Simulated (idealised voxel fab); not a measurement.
Documented hereafter: the process module known as voxel gate over fins.
Section shown: cut. Width: 295 nm. Cell size: 5 nm, square.
When this document writes out a cross-section, it uses a grid of square cells and lists it as bands, beginning at the top and moving down, with a band standing for one or more rows of cells.
Basically the band line says how high the top is and how high the bottom is, in nm, and then what's in it from left to right, every material with its width in nm. Empty space shows up as "blank", and if a single material carries "edge to edge" it runs the full band edge to edge.
Heights are expressed relative to 0, this being the level below which the as-received wafer comprises one material exclusively. The lowest band is unbounded in the downward direction and is denoted as in "0 and below".
A width given as "30..40" starts at the first number in the band's top row and ends at the second number in its bottom row, shifting by an equal amount at every step from row to row.
"everything unchanged" after a step means that no cell of the cross-section changed.
You'll see "Enclosed cavity list" listing empty spaces that have no way open to the top, as long as they're 8 cells or more; the notation is width x height at distance, where the distance is from the left edge, and all of it is in nm.
Past the settings on a step's line: simulator remark, on that step.
overlay nm: how far to the right of its planned place the mask lay on this masked step (negative: to the left).
# Planned process steps
1 RECEIVE [material Si]
2 CONFORMAL_DEP [material SiN] [thk nm 5]
3 MASKED_ETCH [tone cover] [mask id FINS] [width nm 15] [pitch nm 40] [etch materials SiN] [depth nm 5] [overlay nm 0]
4 MASKED_ETCH [tone cover] [mask id FINS] [width nm 15] [pitch nm 40] [etch materials Si] [depth nm 35] [overlay nm 0]
5 FILL_DEP [material SiO2] [thk nm 5]
6 CMP [height nm 5]
7 SELECTIVE_ETCH [etch materials SiO2] [depth nm 20]
8 STRIP [etch materials SiN]
9 CONFORMAL_DEP [material HfO2] [thk nm 5]
10 CONFORMAL_DEP [material TiN] [thk nm 5]
11 FILL_DEP [material W] [thk nm 15]
12 CMP [height nm 20]
13 CONFORMAL_DEP [material SiN] [thk nm 5]
# The first wafer of two, processed as planned
# So this is the incoming wafer in cross-section - it's already been through step 1
- 0 and below = Si edge to edge
- Enclosed cavity list: none
# Sectional view: wafer, after step 2
- 5 down to 0 = SiN edge to edge
- Everything under 0 stays put, no change at all.
# Sectional view: wafer, after step 3
- 5 down to 0 = blank: 80  SiN: 15  blank: 25  SiN: 15  blank: 25  SiN: 15  blank: 25  SiN: 15  blank: 80
- Everything under 0 stays put, no change at all.
# Sectional view: wafer, after step 4
- 5 down to 0 = blank: 80  SiN: 15  blank: 25  SiN: 15  blank: 25  SiN: 15  blank: 25  SiN: 15  blank: 80
- 0 down to -35 = blank: 80  Si: 15  blank: 25  Si: 15  blank: 25  Si: 15  blank: 25  Si: 15  blank: 80
- Everything under -35 stays put, no change at all.
# Sectional view: wafer, after step 5
- 10 down to 5 = SiO2 edge to edge
- 5 down to 0 = SiO2: 80  SiN: 15  SiO2: 25  SiN: 15  SiO2: 25  SiN: 15  SiO2: 25  SiN: 15  SiO2: 80
- 0 down to -35 = SiO2: 80  Si: 15  SiO2: 25  Si: 15  SiO2: 25  Si: 15  SiO2: 25  Si: 15  SiO2: 80
- Everything under -35 stays put, no change at all.
# Sectional view: wafer, after step 6
- 5 down to 0 = SiO2: 80  SiN: 15  SiO2: 25  SiN: 15  SiO2: 25  SiN: 15  SiO2: 25  SiN: 15  SiO2: 80
- Everything under 0 stays put, no change at all.
# Sectional view: wafer, after step 7
- 5 down to 0 = blank: 80  SiN: 15  blank: 25  SiN: 15  blank: 25  SiN: 15  blank: 25  SiN: 15  blank: 80
- 0 down to -15 = blank: 80  Si: 15  blank: 25  Si: 15  blank: 25  Si: 15  blank: 25  Si: 15  blank: 80
- Everything under -15 stays put, no change at all.
# Sectional view: wafer, after step 8
- 0 down to -15 = blank: 80  Si: 15  blank: 25  Si: 15  blank: 25  Si: 15  blank: 25  Si: 15  blank: 80
- Everything under -15 stays put, no change at all.
# Sectional view: wafer, after step 9
- 5 down to 0 = blank: 75  HfO2: 25  blank: 15  HfO2: 25  blank: 15  HfO2: 25  blank: 15  HfO2: 25  blank: 75
- 0 down to -10 = blank: 75  HfO2: 5  Si: 15  HfO2: 5  blank: 15  HfO2: 5  Si: 15  HfO2: 5  blank: 15  HfO2: 5  Si: 15  HfO2: 5  blank: 15  HfO2: 5  Si: 15  HfO2: 5  blank: 75
- -10 down to -15 = HfO2: 80  Si: 15  HfO2: 25  Si: 15  HfO2: 25  Si: 15  HfO2: 25  Si: 15  HfO2: 80
- Everything under -15 stays put, no change at all.
# Sectional view: wafer, after step 10
- 10 down to 5 = blank: 70  TiN: 35  blank: 5  TiN: 35  blank: 5  TiN: 35  blank: 5  TiN: 35  blank: 70
- 5 down to 0 = blank: 70  TiN: 5  HfO2: 25  TiN: 5  blank: 5  TiN: 5  HfO2: 25  TiN: 5  blank: 5  TiN: 5  HfO2: 25  TiN: 5  blank: 5  TiN: 5  HfO2: 25  TiN: 5  blank: 70
- 0 down to -5 = blank: 70  TiN: 5  HfO2: 5  Si: 15  HfO2: 5  TiN: 5  blank: 5  TiN: 5  HfO2: 5  Si: 15  HfO2: 5  TiN: 5  blank: 5  TiN: 5  HfO2: 5  Si: 15  HfO2: 5  TiN: 5  blank: 5  TiN: 5  HfO2: 5  Si: 15  HfO2: 5  TiN: 5  blank: 70
- -5 down to -10 = TiN: 75  HfO2: 5  Si: 15  HfO2: 5  TiN: 15  HfO2: 5  Si: 15  HfO2: 5  TiN: 15  HfO2: 5  Si: 15  HfO2: 5  TiN: 15  HfO2: 5  Si: 15  HfO2: 5  TiN: 75
- Everything under -10 stays put, no change at all.
# Sectional view: wafer, after step 11
- 25 down to 10 = W edge to edge
- 10 down to 5 = W: 70  TiN: 35  W: 5  TiN: 35  W: 5  TiN: 35  W: 5  TiN: 35  W: 70
- 5 down to 0 = W: 70  TiN: 5  HfO2: 25  TiN: 5  W: 5  TiN: 5  HfO2: 25  TiN: 5  W: 5  TiN: 5  HfO2: 25  TiN: 5  W: 5  TiN: 5  HfO2: 25  TiN: 5  W: 70
- 0 down to -5 = W: 70  TiN: 5  HfO2: 5  Si: 15  HfO2: 5  TiN: 5  W: 5  TiN: 5  HfO2: 5  Si: 15  HfO2: 5  TiN: 5  W: 5  TiN: 5  HfO2: 5  Si: 15  HfO2: 5  TiN: 5  W: 5  TiN: 5  HfO2: 5  Si: 15  HfO2: 5  TiN: 5  W: 70
- Everything under -5 stays put, no change at all.
# Sectional view: wafer, after step 12
- 20 down to 10 = W edge to edge
- Everything under 10 stays put, no change at all.
# Sectional view: wafer, after step 13
- 25 down to 20 = SiN edge to edge
- Everything under 20 stays put, no change at all.
# Second wafer, same starting conditions and recipe as the first, one mistake in executing it, nothing differs from the first up to and including step 3
# What the second wafer looks like in cross-section when step 4 should have wrapped up
- 5 down to 0 = blank: 80  SiN: 15  blank: 25  SiN: 15  blank: 25  SiN: 15  blank: 25  SiN: 15  blank: 80
- 0 down to -70 = blank: 80  Si: 15  blank: 25  Si: 15  blank: 25  Si: 15  blank: 25  Si: 15  blank: 80
- Everything under -70 stays put, no change at all.
# What the second wafer looks like in cross-section when step 5 should have wrapped up
- 10 down to 5 = SiO2 edge to edge
- 5 down to 0 = SiO2: 80  SiN: 15  SiO2: 25  SiN: 15  SiO2: 25  SiN: 15  SiO2: 25  SiN: 15  SiO2: 80
- 0 down to -70 = SiO2: 80  Si: 15  SiO2: 25  Si: 15  SiO2: 25  Si: 15  SiO2: 25  Si: 15  SiO2: 80
- Everything under -70 stays put, no change at all.
# What the second wafer looks like in cross-section when step 6 should have wrapped up
- 5 down to 0 = SiO2: 80  SiN: 15  SiO2: 25  SiN: 15  SiO2: 25  SiN: 15  SiO2: 25  SiN: 15  SiO2: 80
- Everything under 0 stays put, no change at all.
# What the second wafer looks like in cross-section when step 7 should have wrapped up
- 5 down to 0 = blank: 80  SiN: 15  blank: 25  SiN: 15  blank: 25  SiN: 15  blank: 25  SiN: 15  blank: 80
- 0 down to -15 = blank: 80  Si: 15  blank: 25  Si: 15  blank: 25  Si: 15  blank: 25  Si: 15  blank: 80
- Everything under -15 stays put, no change at all.
# What the second wafer looks like in cross-section when step 8 should have wrapped up
- 0 down to -15 = blank: 80  Si: 15  blank: 25  Si: 15  blank: 25  Si: 15  blank: 25  Si: 15  blank: 80
- Everything under -15 stays put, no change at all.
# What the second wafer looks like in cross-section when step 9 should have wrapped up
- 5 down to 0 = blank: 75  HfO2: 25  blank: 15  HfO2: 25  blank: 15  HfO2: 25  blank: 15  HfO2: 25  blank: 75
- 0 down to -10 = blank: 75  HfO2: 5  Si: 15  HfO2: 5  blank: 15  HfO2: 5  Si: 15  HfO2: 5  blank: 15  HfO2: 5  Si: 15  HfO2: 5  blank: 15  HfO2: 5  Si: 15  HfO2: 5  blank: 75
- -10 down to -15 = HfO2: 80  Si: 15  HfO2: 25  Si: 15  HfO2: 25  Si: 15  HfO2: 25  Si: 15  HfO2: 80
- Everything under -15 stays put, no change at all.
# What the second wafer looks like in cross-section when step 10 should have wrapped up
- 10 down to 5 = blank: 70  TiN: 35  blank: 5  TiN: 35  blank: 5  TiN: 35  blank: 5  TiN: 35  blank: 70
- 5 down to 0 = blank: 70  TiN: 5  HfO2: 25  TiN: 5  blank: 5  TiN: 5  HfO2: 25  TiN: 5  blank: 5  TiN: 5  HfO2: 25  TiN: 5  blank: 5  TiN: 5  HfO2: 25  TiN: 5  blank: 70
- 0 down to -5 = blank: 70  TiN: 5  HfO2: 5  Si: 15  HfO2: 5  TiN: 5  blank: 5  TiN: 5  HfO2: 5  Si: 15  HfO2: 5  TiN: 5  blank: 5  TiN: 5  HfO2: 5  Si: 15  HfO2: 5  TiN: 5  blank: 5  TiN: 5  HfO2: 5  Si: 15  HfO2: 5  TiN: 5  blank: 70
- -5 down to -10 = TiN: 75  HfO2: 5  Si: 15  HfO2: 5  TiN: 15  HfO2: 5  Si: 15  HfO2: 5  TiN: 15  HfO2: 5  Si: 15  HfO2: 5  TiN: 15  HfO2: 5  Si: 15  HfO2: 5  TiN: 75
- Everything under -10 stays put, no change at all.
# What the second wafer looks like in cross-section when step 11 should have wrapped up
- 25 down to 10 = W edge to edge
- 10 down to 5 = W: 70  TiN: 35  W: 5  TiN: 35  W: 5  TiN: 35  W: 5  TiN: 35  W: 70
- 5 down to 0 = W: 70  TiN: 5  HfO2: 25  TiN: 5  W: 5  TiN: 5  HfO2: 25  TiN: 5  W: 5  TiN: 5  HfO2: 25  TiN: 5  W: 5  TiN: 5  HfO2: 25  TiN: 5  W: 70
- 0 down to -5 = W: 70  TiN: 5  HfO2: 5  Si: 15  HfO2: 5  TiN: 5  W: 5  TiN: 5  HfO2: 5  Si: 15  HfO2: 5  TiN: 5  W: 5  TiN: 5  HfO2: 5  Si: 15  HfO2: 5  TiN: 5  W: 5  TiN: 5  HfO2: 5  Si: 15  HfO2: 5  TiN: 5  W: 70
- Everything under -5 stays put, no change at all.
# What the second wafer looks like in cross-section when step 12 should have wrapped up
- 20 down to 10 = W edge to edge
- Everything under 10 stays put, no change at all.
# What the second wafer looks like in cross-section when step 13 should have wrapped up
- 25 down to 20 = SiN edge to edge
- Everything under 20 stays put, no change at all.
Misprocessing identified: twice over, step 4 of the plan was run
Final tally in cells, some materials are higher or lower on the second wafer than on the first: Si -329, SiO2 +329
